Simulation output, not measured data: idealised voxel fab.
A process module follows: voxel self aligned contacts.
Cross-sectional view cut (width: 205 nm; square cell size: 5 nm).
Just so we're on the same page, the cross-sections are grids of square cells, and they're listed out in bands top to bottom, each band one or more rows deep.
For a band, the entry starts with two heights in nm, that of the top and then that of the bottom, and carries on with the band's materials in order from left to right, each alongside its width in nm; the word "edge to edge" beside a single material means it fills the band edge to edge, and "empty" means empty space.
It should be noted that heights are counted from 0, beneath which the wafer as supplied is of one material throughout, and that the lowest band possesses no lower boundary but continues downward, as written in "0 and below".
It should be noted that a width expressed as "30->40" varies in equal increments from row to row of cells within the band, taking the value of the first number at the top row and that of the second number at the bottom row.
The designation "nothing got changed", where it is given for a processing step, indicates that no cell of the cross-section was altered in the course of that step.
The label "Unvented internal voids" introduces a list of the empty spaces, 8 cells or larger, that have no open way up to the top; each entry in it reads width x height at distance, where the distance is taken from the left edge and all three are stated in nm.
That trailing text on a step's line, after the settings, is the simulator's own remark on the step.
The setting "overlay nm" may be written on the line of a step. When the step uses a mask, the value reports how far to the right of the planned place the mask lay, and a negative value reports that it lay to the left.

The process steps that were planned are listed below:
1,RECEIVE | material Si
2,CONFORMAL_DEP | material SiO2 | thk nm 5
3,DIRECTIONAL_DEP | material polySi | thk nm 20
4,DIRECTIONAL_DEP | material SiN | thk nm 15
5,MASKED_ETCH | tone cover | mask id GATE | width nm 30 | pitch nm 65 | etch materials SiN | depth nm 15 | overlay nm 0
6,MASKED_ETCH | tone cover | mask id GATE | width nm 30 | pitch nm 65 | etch materials polySi | depth nm 20 | overlay nm 0
7,CONFORMAL_DEP | material SiN | thk nm 5
8,DIRECTIONAL_ETCH | etch materials SiN | depth nm 5
9,FILL_DEP | material SiO2 | thk nm 20
10,CMP | height nm 50
11,DIRECTIONAL_DEP | material aC | thk nm 10
12,PATTERN | tone open | mask id CONTACT | material resist | width nm 45 | thk nm 25 | overlay nm 0
13,DIRECTIONAL_ETCH | etch materials aC | depth nm 10
14,STRIP | etch materials resist
15,DIRECTIONAL_ETCH | etch materials SiO2 | depth nm 50
16,STRIP | etch materials aC
17,CONFORMAL_DEP | material TiN | thk nm 5
18,FILL_DEP | material W | thk nm 10
19,CMP | height nm 50
20,CONFORMAL_DEP | material SiN | thk nm 5

As-received wafer cross-section (after step 1):
  0 and below | Si edge to edge
  Unvented internal voids: none

Figure: cross-sectional view of the wafer upon completion of the module, processed from the initial state and according to the plan depicted above, with one error introduced during execution:
  55 down to 50 | SiN edge to edge
  50 down to 40 | SiO2: 85, then TiN: 5->10, then W: 30->15, then TiN: 5->15, then SiO2: 80
  40 down to 25 | SiO2: 50, then SiN: 40, then TiN: 5, then W: 15, then TiN: 5, then SiN: 40, then SiO2: 50
  25 down to 5 | SiO2: 50, then SiN: 5, then polySi: 30, then SiN: 5, then TiN: 5, then W: 15, then TiN: 5, then SiN: 5, then polySi: 30, then SiN: 5, then SiO2: 50
  5 down to 0 | SiO2: 90, then TiN: 25, then SiO2: 90
  0 and below | Si edge to edge
  Unvented internal voids: none
It is concluded that the wafer was processed incorrectly with respect to the plan, in that step 12 ran as: PATTERN | tone open | mask id CONTACT | material resist | width nm 40 | thk nm 25 | overlay nm 0
